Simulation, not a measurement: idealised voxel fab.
The following process module bears the name voxel transistor to metal.
For reference, the cross-section in this document is cut, with width 285 nm and square cells of 5 nm.
Cross-sections here: square-cell grids, written as top-down lists of bands, a band being one or more rows of cells.
The entry gives the band's vertical extent as a top height and a bottom height in nm, then its horizontal make-up as materials from left to right, each with a width in nm. "air" stands for empty space; a single material marked "throughout" fills the band edge to edge.
Height datum 0, below which the as-received substrate wafer is one material. Lowest band open at the bottom, running downward: "0 -> down".
The width entry "30 to 40" should be interpreted row by row: the top row of cells in the band takes the first number, the bottom row takes the second number, and the change between adjacent rows is uniform throughout.
"same as before" (step): cross-section cells unchanged, all of them.
"Closed void catalog" contains a list of empty spaces, each no smaller than 8 cells and without an open way to the top, written in the form width x height at distance with the distance from the left edge and all three in nm.
Post-settings text on a step line: simulator's own remark regarding the step.
overlay nm: mask right of planned place by this much (step with mask). Neg. = left.

Intended process steps:
1,RECEIVE (material Si)
2,CONFORMAL_DEP (material SiO2; thk nm 5)
3,CONFORMAL_DEP (material SiN; thk nm 10)
4,MASKED_ETCH (tone cover; mask id ACTIVE; width nm 95; pitch nm 125; etch materials SiN; depth nm 10; overlay nm 0)
5,MASKED_ETCH (tone cover; mask id ACTIVE; width nm 95; pitch nm 125; etch materials SiO2; depth nm 5; overlay nm 0)
6,MASKED_ETCH (tone cover; mask id ACTIVE; width nm 95; pitch nm 125; etch materials Si; depth nm 35; overlay nm 0)
7,FILL_DEP (material SiO2; thk nm 10)
8,CMP (height nm 15)
9,SELECTIVE_ETCH (etch materials SiO2; depth nm 5)
10,STRIP (etch materials SiN)
11,SELECTIVE_ETCH (etch materials SiO2; depth nm 5)
12,OXIDIZE (depth nm 5)
13,DIRECTIONAL_DEP (material polySi; thk nm 20)
14,DIRECTIONAL_DEP (material SiCN; thk nm 10)
15,PATTERN (tone cover; mask id GATE; material resist; width nm 25; pitch nm 125; thk nm 20; overlay nm 0)
16,DIRECTIONAL_ETCH (etch materials SiCN; depth nm 20)
17,DIRECTIONAL_ETCH (etch materials polySi; depth nm 30)
18,STRIP (etch materials resist)
19,CONFORMAL_DEP (material SiN; thk nm 10)
20,DIRECTIONAL_ETCH (etch materials SiN; depth nm 10)
21,DIRECTIONAL_ETCH (etch materials SiO2; depth nm 5)
22,DIRECTIONAL_ETCH (etch materials Si; depth nm 5)
23,EPI (material SiGe; thk nm 10)
24,FILL_DEP (material SiO2; thk nm 5)
25,CMP (height nm 30)
26,DIRECTIONAL_DEP (material SiO2; thk nm 10)
27,MASKED_ETCH (tone open; mask id CONTACT; width nm 15; etch materials SiO2; depth nm 35; overlay nm 0)
28,CONFORMAL_DEP (material TiN; thk nm 5)
29,FILL_DEP (material Ru; thk nm 5)
30,CMP (height nm 40)
31,DIRECTIONAL_DEP (material TiN; thk nm 5)
32,DIRECTIONAL_DEP (material Ru; thk nm 25)
33,MASKED_ETCH (tone cover; mask id METAL_1; width nm 15; etch materials Ru; depth nm 25; overlay nm 0)
34,MASKED_ETCH (tone cover; mask id METAL_1; width nm 15; etch materials TiN; depth nm 5; overlay nm 0)
35,FILL_DEP (material lowk; thk nm 10)
36,CMP (height nm 70)
37,CONFORMAL_DEP (material SiN; thk nm 5)

Wafer as received: cross-section following step 1:
> 0 -> down = Si throughout
> Closed void catalog: none

Here's the cross-section of the first of our two wafers at the end of the module - it ran as planned:
> 75 -> 70 = SiN throughout
> 70 -> 45 = 35 of lowk; 15 of Ru; 55 of lowk; 15 of Ru; 40 of lowk; 15 of Ru; 55 of lowk; 15 of Ru; 40 of lowk
> 45 -> 40 = 35 of lowk; 15 of TiN; 55 of lowk; 15 of TiN; 40 of lowk; 15 of TiN; 55 of lowk; 15 of TiN; 40 of lowk
> 40 -> 30 = 35 of SiO2; 5 of TiN; 5 of Ru; 5 of TiN; 55 of SiO2; 5 of TiN; 5 of Ru; 5 of TiN; 40 of SiO2; 5 of TiN; 5 of Ru; 5 of TiN; 55 of SiO2; 5 of TiN; 5 of Ru; 5 of TiN; 40 of SiO2
> 30 -> 20 = 35 of SiO2; 5 of TiN; 5 of Ru; 5 of TiN; 5 of SiO2; 10 of SiN; 25 of SiCN; 10 of SiN; 5 of SiO2; 5 of TiN; 5 of Ru; 5 of TiN; 40 of SiO2; 5 of TiN; 5 of Ru; 5 of TiN; 5 of SiO2; 10 of SiN; 25 of SiCN; 10 of SiN; 5 of SiO2; 5 of TiN; 5 of Ru; 5 of TiN; 40 of SiO2
> 20 -> 10 = 35 of SiO2; 5 of TiN; 5 of Ru; 5 of TiN; 5 of SiO2; 10 of SiN; 25 of polySi; 10 of SiN; 5 of SiO2; 5 of TiN; 5 of Ru; 5 of TiN; 40 of SiO2; 5 of TiN; 5 of Ru; 5 of TiN; 5 of SiO2; 10 of SiN; 25 of polySi; 10 of SiN; 5 of SiO2; 5 of TiN; 5 of Ru; 5 of TiN; 40 of SiO2
> 10 -> 5 = 35 of SiO2; 15 of TiN; 5 of SiO2; 10 of SiN; 25 of polySi; 10 of SiN; 5 of SiO2; 15 of TiN; 40 of SiO2; 15 of TiN; 5 of SiO2; 10 of SiN; 25 of polySi; 10 of SiN; 5 of SiO2; 15 of TiN; 40 of SiO2
> 5 -> 0 = 25 of SiO2; 10 of SiN; 20 of SiGe; 10 of SiN; 25 of polySi; 10 of SiN; 20 of SiGe; 10 of SiN; 20 of SiO2; 10 of SiN; 20 of SiGe; 10 of SiN; 25 of polySi; 10 of SiN; 20 of SiGe; 10 of SiN; 30 of SiO2
> 0 -> -5 = 35 of SiO2; 20 of SiGe; 45 of SiO2; 20 of SiGe; 40 of SiO2; 20 of SiGe; 45 of SiO2; 20 of SiGe; 40 of SiO2
> -5 -> -10 = 30 of SiO2; 5 of Si; 20 of SiGe; 45 of Si; 20 of SiGe; 5 of Si; 30 of SiO2; 5 of Si; 20 of SiGe; 45 of Si; 20 of SiGe; 5 of Si; 35 of SiO2
> -10 -> -35 = 30 of SiO2; 95 of Si; 30 of SiO2; 95 of Si; 35 of SiO2
> -35 -> down = Si throughout
> Closed void catalog: none

End of module, second wafer, cross-section. Started like the first, planned like the first, run with one mistake:
> 75 -> 70 = SiN throughout
> 70 -> 45 = 35 of lowk; 15 of Ru; 55 of lowk; 15 of Ru; 40 of lowk; 15 of Ru; 55 of lowk; 15 of Ru; 40 of lowk
> 45 -> 40 = 35 of lowk; 15 of TiN; 55 of lowk; 15 of TiN; 40 of lowk; 15 of TiN; 55 of lowk; 15 of TiN; 40 of lowk
> 40 -> 30 = 35 of SiO2; 5 of TiN; 5 of Ru; 5 of TiN; 55 of SiO2; 5 of TiN; 5 of Ru; 5 of TiN; 40 of SiO2; 5 of TiN; 5 of Ru; 5 of TiN; 55 of SiO2; 5 of TiN; 5 of Ru; 5 of TiN; 40 of SiO2
> 30 -> 20 = 35 of SiO2; 5 of TiN; 5 of Ru; 5 of TiN; 5 of SiO2; 10 of SiN; 25 of SiCN; 10 of SiN; 5 of SiO2; 5 of TiN; 5 of Ru; 5 of TiN; 40 of SiO2; 5 of TiN; 5 of Ru; 5 of TiN; 5 of SiO2; 10 of SiN; 25 of SiCN; 10 of SiN; 5 of SiO2; 5 of TiN; 5 of Ru; 5 of TiN; 40 of SiO2
> 20 -> 10 = 35 of SiO2; 5 of TiN; 5 of Ru; 5 of TiN; 5 of SiO2; 10 of SiN; 25 of polySi; 10 of SiN; 5 of SiO2; 5 of TiN; 5 of Ru; 5 of TiN; 40 of SiO2; 5 of TiN; 5 of Ru; 5 of TiN; 5 of SiO2; 10 of SiN; 25 of polySi; 10 of SiN; 5 of SiO2; 5 of TiN; 5 of Ru; 5 of TiN; 40 of SiO2
> 10 -> 5 = 35 of SiO2; 15 of TiN; 5 of SiO2; 10 of SiN; 25 of polySi; 10 of SiN; 5 of SiO2; 15 of TiN; 40 of SiO2; 15 of TiN; 5 of SiO2; 10 of SiN; 25 of polySi; 10 of SiN; 5 of SiO2; 15 of TiN; 40 of SiO2
> 5 -> 0 = 25 of SiO2; 10 of SiN; 10 of SiO2; 10 of SiGe; 10 of SiN; 25 of polySi; 10 of SiN; 10 of SiGe; 10 of SiO2; 10 of SiN; 20 of SiO2; 10 of SiN; 10 of SiO2; 10 of SiGe; 10 of SiN; 25 of polySi; 10 of SiN; 10 of SiGe; 10 of SiO2; 10 of SiN; 30 of SiO2
> 0 -> -5 = 25 of SiO2; 5 of SiN; 5 of SiO2; 20 of SiGe; 45 of SiO2; 20 of SiGe; 5 of SiO2; 5 of SiN; 20 of SiO2; 5 of SiN; 5 of SiO2; 20 of SiGe; 45 of SiO2; 20 of SiGe; 5 of SiO2; 5 of SiN; 30 of SiO2
> -5 -> -10 = 35 of SiO2; 20 of SiGe; 45 of Si; 20 of SiGe; 40 of SiO2; 20 of SiGe; 45 of Si; 20 of SiGe; 40 of SiO2
> -10 -> -35 = 30 of SiO2; 95 of Si; 30 of SiO2; 95 of Si; 35 of SiO2
> -35 -> down = Si throughout
> Closed void catalog: none
Nonconformance to the process plan: not run: step 2 of the plan (skipped)
at the end the second wafer has, in cells: Si -4 | SiGe -8 | SiN +4 | SiO2 +8
